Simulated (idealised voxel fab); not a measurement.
Herein follows the process module entitled voxel self aligned vias.
The width of the displayed cross-section, cut, is 210 nm; its cells are square, with a size of 5 nm.
Reading order for cross-sections: top band down to bottom band. Underlying form: a grid of square cells. Band size: one or more rows of cells.
Top height, bottom height, nm. Materials left to right, width each, nm. Single material + "full width" = fills band edge to edge. "blank" = empty.
All heights in this document are referenced to 0, defined as the level beneath which the wafer, as received, consists entirely of one material. The lowest band is not bounded below; it extends indefinitely downward and is written in the form "0 -> down".
Width spec "30..40" -> top row of cells at first value, bottom row at second value, equal per-row change in between.
"no alterations made" for a step: no cell of the cross-section changed in that step.
If an empty space has no open way to the top and is at least 8 cells in size, "Fully sealed voids" lists it, written width x height at distance, where distance is measured from the left edge and every value is in nm.
Formally, on a step line, whatever follows the settings is a remark that the simulator itself makes on the step.
overlay nm: where the mask lay relative to plan, measured to the right, on steps with a mask; negatives go left.
## Set out below are the planned steps of the process
- 1: RECEIVE [material Si]
- 2: CONFORMAL_DEP [material SiO2] [thk nm 15]
- 3: CONFORMAL_DEP [material SiCN] [thk nm 5]
- 4: DIRECTIONAL_DEP [material lowk] [thk nm 25]
- 5: PATTERN [tone open] [mask id LINES] [material resist] [width nm 25] [pitch nm 50] [thk nm 20] [overlay nm 0]
- 6: DIRECTIONAL_ETCH [etch materials lowk] [depth nm 25]
- 7: STRIP [etch materials resist]
- 8: CONFORMAL_DEP [material TiN] [thk nm 5]
- 9: FILL_DEP [material Ru] [thk nm 5]
- 10: CMP [height nm 45]
- 11: SELECTIVE_ETCH [etch materials W Ru TiN] [depth nm 5]
- 12: FILL_DEP [material SiN] [thk nm 10]
- 13: CMP [height nm 45]
- 14: DIRECTIONAL_DEP [material lowk] [thk nm 15]
- 15: PATTERN [tone open] [mask id VIAS] [material resist] [width nm 35] [pitch nm 100] [thk nm 20] [overlay nm 0]
- 16: DIRECTIONAL_ETCH [etch materials lowk] [depth nm 15]
- 17: DIRECTIONAL_ETCH [etch materials SiN] [depth nm 5]
- 18: STRIP [etch materials resist]
- 19: CONFORMAL_DEP [material TiN] [thk nm 5]
- 20: FILL_DEP [material Ru] [thk nm 5]
- 21: CMP [height nm 60]
- 22: CONFORMAL_DEP [material SiN] [thk nm 5]
## The first wafer of two, processed as planned
## Incoming wafer, cross-sectional view, post step 1
- 0 -> down  Si full width
- Fully sealed voids: none
## Once step 2 is through, the wafer looks like this in cross-section
- 15 -> 0  SiO2 full width
- Rest of section, below 0: as before.
## Once step 3 is through, the wafer looks like this in cross-section
- 20 -> 15  SiCN full width
- Rest of section, below 15: as before.
## Once step 4 is through, the wafer looks like this in cross-section
- 45 -> 20  lowk full width
- Rest of section, below 20: as before.
## Once step 5 is through, the wafer looks like this in cross-section
- 65 -> 45  40 of resist, 25 of blank, 25 of resist, 25 of blank, 25 of resist, 25 of blank, 45 of resist
- Rest of section, below 45: as before.
## Once step 6 is through, the wafer looks like this in cross-section
- 65 -> 45  40 of resist, 25 of blank, 25 of resist, 25 of blank, 25 of resist, 25 of blank, 45 of resist
- 45 -> 20  40 of lowk, 25 of blank, 25 of lowk, 25 of blank, 25 of lowk, 25 of blank, 45 of lowk
- Rest of section, below 20: as before.
## Once step 7 is through, the wafer looks like this in cross-section
- 45 -> 20  40 of lowk, 25 of blank, 25 of lowk, 25 of blank, 25 of lowk, 25 of blank, 45 of lowk
- Rest of section, below 20: as before.
## Once step 8 is through, the wafer looks like this in cross-section
- 50 -> 45  45 of TiN, 15 of blank, 35 of TiN, 15 of blank, 35 of TiN, 15 of blank, 50 of TiN
- 45 -> 25  40 of lowk, 5 of TiN, 15 of blank, 5 of TiN, 25 of lowk, 5 of TiN, 15 of blank, 5 of TiN, 25 of lowk, 5 of TiN, 15 of blank, 5 of TiN, 45 of lowk
- 25 -> 20  40 of lowk, 25 of TiN, 25 of lowk, 25 of TiN, 25 of lowk, 25 of TiN, 45 of lowk
- Rest of section, below 20: as before.
## Once step 9 is through, the wafer looks like this in cross-section
- 55 -> 50  Ru full width
- 50 -> 45  45 of TiN, 15 of Ru, 35 of TiN, 15 of Ru, 35 of TiN, 15 of Ru, 50 of TiN
- 45 -> 25  40 of lowk, 5 of TiN, 15 of Ru, 5 of TiN, 25 of lowk, 5 of TiN, 15 of Ru, 5 of TiN, 25 of lowk, 5 of TiN, 15 of Ru, 5 of TiN, 45 of lowk
- Rest of section, below 25: as before.
## Once step 10 is through, the wafer looks like this in cross-section
- 45 -> 25  40 of lowk, 5 of TiN, 15 of Ru, 5 of TiN, 25 of lowk, 5 of TiN, 15 of Ru, 5 of TiN, 25 of lowk, 5 of TiN, 15 of Ru, 5 of TiN, 45 of lowk
- Rest of section, below 25: as before.
## Once step 11 is through, the wafer looks like this in cross-section
- 45 -> 40  40 of lowk, 25 of blank, 25 of lowk, 25 of blank, 25 of lowk, 25 of blank, 45 of lowk
- Rest of section, below 40: as before.
## Once step 12 is through, the wafer looks like this in cross-section
- 55 -> 45  SiN full width
- 45 -> 40  40 of lowk, 25 of SiN, 25 of lowk, 25 of SiN, 25 of lowk, 25 of SiN, 45 of lowk
- Rest of section, below 40: as before.
## Once step 13 is through, the wafer looks like this in cross-section
- 45 -> 40  40 of lowk, 25 of SiN, 25 of lowk, 25 of SiN, 25 of lowk, 25 of SiN, 45 of lowk
- Rest of section, below 40: as before.
## Once step 14 is through, the wafer looks like this in cross-section
- 60 -> 45  lowk full width
- Rest of section, below 45: as before.
## Once step 15 is through, the wafer looks like this in cross-section
- 80 -> 60  35 of resist, 35 of blank, 65 of resist, 35 of blank, 40 of resist
- Rest of section, below 60: as before.
## Once step 16 is through, the wafer looks like this in cross-section
- 80 -> 60  35 of resist, 35 of blank, 65 of resist, 35 of blank, 40 of resist
- 60 -> 45  35 of lowk, 35 of blank, 65 of lowk, 35 of blank, 40 of lowk
- Rest of section, below 45: as before.
## Once step 17 is through, the wafer looks like this in cross-section
- 80 -> 60  35 of resist, 35 of blank, 65 of resist, 35 of blank, 40 of resist
- 60 -> 45  35 of lowk, 35 of blank, 65 of lowk, 35 of blank, 40 of lowk
- 45 -> 40  40 of lowk, 25 of blank, 25 of lowk, 25 of SiN, 25 of lowk, 25 of blank, 45 of lowk
- Rest of section, below 40: as before.
## Once step 18 is through, the wafer looks like this in cross-section
- 60 -> 45  35 of lowk, 35 of blank, 65 of lowk, 35 of blank, 40 of lowk
- Rest of section, below 45: as before.
## Once step 19 is through, the wafer looks like this in cross-section
- 65 -> 60  40 of TiN, 25 of blank, 75 of TiN, 25 of blank, 45 of TiN
- 60 -> 50  35 of lowk, 5 of TiN, 25 of blank, 5 of TiN, 65 of lowk, 5 of TiN, 25 of blank, 5 of TiN, 40 of lowk
- 50 -> 45  35 of lowk, 10 of TiN, 15 of blank, 10 of TiN, 65 of lowk, 10 of TiN, 15 of blank, 10 of TiN, 40 of lowk
- 45 -> 40  40 of lowk, 25 of TiN, 25 of lowk, 25 of SiN, 25 of lowk, 25 of TiN, 45 of lowk
- Rest of section, below 40: as before.
## Once step 20 is through, the wafer looks like this in cross-section
- 70 -> 65  Ru full width
- 65 -> 60  40 of TiN, 25 of Ru, 75 of TiN, 25 of Ru, 45 of TiN
- 60 -> 50  35 of lowk, 5 of TiN, 25 of Ru, 5 of TiN, 65 of lowk, 5 of TiN, 25 of Ru, 5 of TiN, 40 of lowk
- 50 -> 45  35 of lowk, 10 of TiN, 15 of Ru, 10 of TiN, 65 of lowk, 10 of TiN, 15 of Ru, 10 of TiN, 40 of lowk
- Rest of section, below 45: as before.
## Once step 21 is through, the wafer looks like this in cross-section
- 60 -> 50  35 of lowk, 5 of TiN, 25 of Ru, 5 of TiN, 65 of lowk, 5 of TiN, 25 of Ru, 5 of TiN, 40 of lowk
- Rest of section, below 50: as before.
## Once step 22 is through, the wafer looks like this in cross-section
- 65 -> 60  SiN full width
- Rest of section, below 60: as before.
## Second wafer, same starting conditions and recipe as the first, one mistake in executing it, nothing differs from the first up to and including step 14
## Cross-section of the second wafer at the time by which step 15 should have been completed according to the plan
- 80 -> 60  35 of resist, 40 of blank, 60 of resist, 40 of blank, 35 of resist
- Rest of section, below 60: as before.
## Cross-section of the second wafer at the time by which step 16 should have been completed according to the plan
- 80 -> 60  35 of resist, 40 of blank, 60 of resist, 40 of blank, 35 of resist
- 60 -> 45  35 of lowk, 40 of blank, 60 of lowk, 40 of blank, 35 of lowk
- Rest of section, below 45: as before.
## Cross-section of the second wafer at the time by which step 17 should have been completed according to the plan
- 80 -> 60  35 of resist, 40 of blank, 60 of resist, 40 of blank, 35 of resist
- 60 -> 45  35 of lowk, 40 of blank, 60 of lowk, 40 of blank, 35 of lowk
- 45 -> 40  40 of lowk, 25 of blank, 25 of lowk, 25 of SiN, 25 of lowk, 25 of blank, 45 of lowk
- Rest of section, below 40: as before.
## Cross-section of the second wafer at the time by which step 18 should have been completed according to the plan
- 60 -> 45  35 of lowk, 40 of blank, 60 of lowk, 40 of blank, 35 of lowk
- Rest of section, below 45: as before.
## Cross-section of the second wafer at the time by which step 19 should have been completed according to the plan
- 65 -> 60  40 of TiN, 30 of blank, 70 of TiN, 30 of blank, 40 of TiN
- 60 -> 50  35 of lowk, 5 of TiN, 30 of blank, 5 of TiN, 60 of lowk, 5 of TiN, 30 of blank, 5 of TiN, 35 of lowk
- 50 -> 45  35 of lowk, 10 of TiN, 15 of blank, 15 of TiN, 60 of lowk, 10 of TiN, 15 of blank, 15 of TiN, 35 of lowk
- 45 -> 40  40 of lowk, 25 of TiN, 25 of lowk, 25 of SiN, 25 of lowk, 25 of TiN, 45 of lowk
- Rest of section, below 40: as before.
## Cross-section of the second wafer at the time by which step 20 should have been completed according to the plan
- 70 -> 65  Ru full width
- 65 -> 60  40 of TiN, 30 of Ru, 70 of TiN, 30 of Ru, 40 of TiN
- 60 -> 50  35 of lowk, 5 of TiN, 30 of Ru, 5 of TiN, 60 of lowk, 5 of TiN, 30 of Ru, 5 of TiN, 35 of lowk
- 50 -> 45  35 of lowk, 10 of TiN, 15 of Ru, 15 of TiN, 60 of lowk, 10 of TiN, 15 of Ru, 15 of TiN, 35 of lowk
- Rest of section, below 45: as before.
## Cross-section of the second wafer at the time by which step 21 should have been completed according to the plan
- 60 -> 50  35 of lowk, 5 of TiN, 30 of Ru, 5 of TiN, 60 of lowk, 5 of TiN, 30 of Ru, 5 of TiN, 35 of lowk
- Rest of section, below 50: as before.
## Cross-section of the second wafer at the time by which step 22 should have been completed according to the plan
- 65 -> 60  SiN full width
- Rest of section, below 60: as before.
The plan and the run diverged here: planned and actual differ for step 15; actual: PATTERN [tone open] [mask id VIAS] [material resist] [width nm 40] [pitch nm 100] [thk nm 20] [overlay nm 0]
End of process, cell counts, second wafer against first, materials with more or fewer: 4 more of Ru; 2 more of TiN; 6 fewer of lowk
